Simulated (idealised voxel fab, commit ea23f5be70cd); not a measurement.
Documented hereafter: the process module known as voxel gate over fins.
Each square cell in cross-section cut measures 5 nm, and the section as a whole is 225 nm wide.
Cross-section spec: square-cell grid; bands listed top down; each band is one or more rows.
Look at the band entry: it leads with the top's height and the bottom's height in nm. Then it lists the materials left to right, with a width in nm for each. The word "full width" on a single material says that material fills the band edge to edge. The word "empty" is empty space.
Ref level 0: as-received wafer is one material below here. Bottom band extends down with no lower bound ("0 down").
Read "30 to 40" as a graded width: first number on top, second number at the bottom, same change between each pair of neighbouring rows.
A step reported as "same as before" is a step in which no cell of the cross-section changed.
This entry, "Closed void listing", enumerates those empty regions of no fewer than 8 cells that possess no open connection to the top. Each region is reported in the form width x height at distance, the distance being taken from the left edge, with all three quantities expressed in nm.
It should be noted that, on the line of a given step, the content following the step's settings is a remark produced by the simulator itself with respect to that step.
overlay nm, on a step with a mask: how far to the right of its planned place the mask lay; to the left if negative
The planned process steps are enumerated hereunder
step 1: RECEIVE with material Si
step 2: CONFORMAL_DEP with material SiN, thk nm 10
step 3: PATTERN with tone cover, mask id FINS, material resist, width nm 15, pitch nm 45, thk nm 15, overlay nm 0
step 4: DIRECTIONAL_ETCH with etch materials SiN, depth nm 10
step 5: DIRECTIONAL_ETCH with etch materials Si, depth nm 30
step 6: STRIP with etch materials resist
step 7: OXIDIZE with depth nm 5
step 8: FILL_DEP with material SiO2, thk nm 5
step 9: CMP with height nm 10
step 10: SELECTIVE_ETCH with etch materials SiO2, depth nm 25
step 11: STRIP with etch materials SiN
step 12: CONFORMAL_DEP with material HfO2, thk nm 5
step 13: CONFORMAL_DEP with material TiN, thk nm 5
step 14: CONFORMAL_DEP with material TiAl, thk nm 5
step 15: CONFORMAL_DEP with material TiN, thk nm 5
step 16: FILL_DEP with material W, thk nm 10
step 17: CMP with height nm 25
step 18: CONFORMAL_DEP with material SiCN, thk nm 5
Keep in mind the plan's value for the width nm of step 3 comes from the first wafer; the wafers don't share that setting, but they do share the same starting point.
Cross-sectional view of the first of several wafers in the as-received condition, corresponding to the state following step 1
* 0 down: Si full width
* Closed void listing: none
Wafer cross-section (first of several) - module end, post step 18 (last step)
* 30 to 25: SiCN full width
* 25 to 20: W full width
* 20 to 15: 65 W  90 TiN  70 W
* 15 to 10: 65 W  5 TiN  35 TiAl  10 TiN  35 TiAl  5 TiN  70 W
* 10 to 5: 65 W  5 TiN  5 TiAl  25 TiN  5 TiAl  10 TiN  5 TiAl  25 TiN  5 TiAl  5 TiN  70 W
* 5 to 0: 70 TiN  5 TiAl  5 TiN  15 HfO2  5 TiN  5 TiAl  10 TiN  5 TiAl  5 TiN  15 HfO2  5 TiN  5 TiAl  75 TiN
* 0 to -5: 75 TiAl  5 TiN  5 HfO2  5 Si  5 HfO2  5 TiN  20 TiAl  5 TiN  5 HfO2  5 Si  5 HfO2  5 TiN  80 TiAl
* -5 to -10: 80 TiN  5 HfO2  5 Si  5 HfO2  30 TiN  5 HfO2  5 Si  5 HfO2  85 TiN
* -10 to -15: 85 HfO2  5 Si  40 HfO2  5 Si  90 HfO2
* -15 to -35: 85 SiO2  5 Si  40 SiO2  5 Si  90 SiO2
* -35 down: Si full width
* Closed void listing: none
At the end of the module, the last of several wafers in cross-section
* 30 to 25: SiCN full width
* 25 to 20: W full width
* 20 to 15: 60 W  105 TiN  60 W
* 15 to 10: 60 W  5 TiN  95 TiAl  5 TiN  60 W
* 10 to 5: 60 W  5 TiN  5 TiAl  40 TiN  5 TiAl  40 TiN  5 TiAl  5 TiN  60 W
* 5 to 0: 65 TiN  5 TiAl  5 TiN  30 HfO2  5 TiN  5 TiAl  5 TiN  30 HfO2  5 TiN  5 TiAl  65 TiN
* 0 to -5: 70 TiAl  5 TiN  5 HfO2  20 Si  5 HfO2  5 TiN  5 TiAl  5 TiN  5 HfO2  20 Si  5 HfO2  5 TiN  70 TiAl
* -5 to -10: 75 TiN  5 HfO2  20 Si  5 HfO2  15 TiN  5 HfO2  20 Si  5 HfO2  75 TiN
* -10 to -15: 80 HfO2  20 Si  25 HfO2  20 Si  80 HfO2
* -15 to -35: 80 SiO2  20 Si  25 SiO2  20 Si  80 SiO2
* -35 down: Si full width
* Closed void listing: none
Quick key for the table: a row per wafer, taken at the end of the module. For each material it tells you how many cells the wafer gained (+) or lost (-) since it came in, and the closed voids come after
width nm 15; +57 HfO2; -301 Si; +45 SiCN; +172 SiO2; +57 TiAl; +114 TiN; +126 W; Closed void listing: none
width nm 20; +57 HfO2; -287 Si; +45 SiCN; +164 SiO2; +57 TiAl; +111 TiN; +123 W; Closed void listing: none
width nm 25; +57 HfO2; -273 Si; +45 SiCN; +156 SiO2; +57 TiAl; +108 TiN; +120 W; Closed void listing: none
width nm 30; +57 HfO2; -259 Si; +45 SiCN; +148 SiO2; +54 TiAl; +108 TiN; +117 W; Closed void listing: none
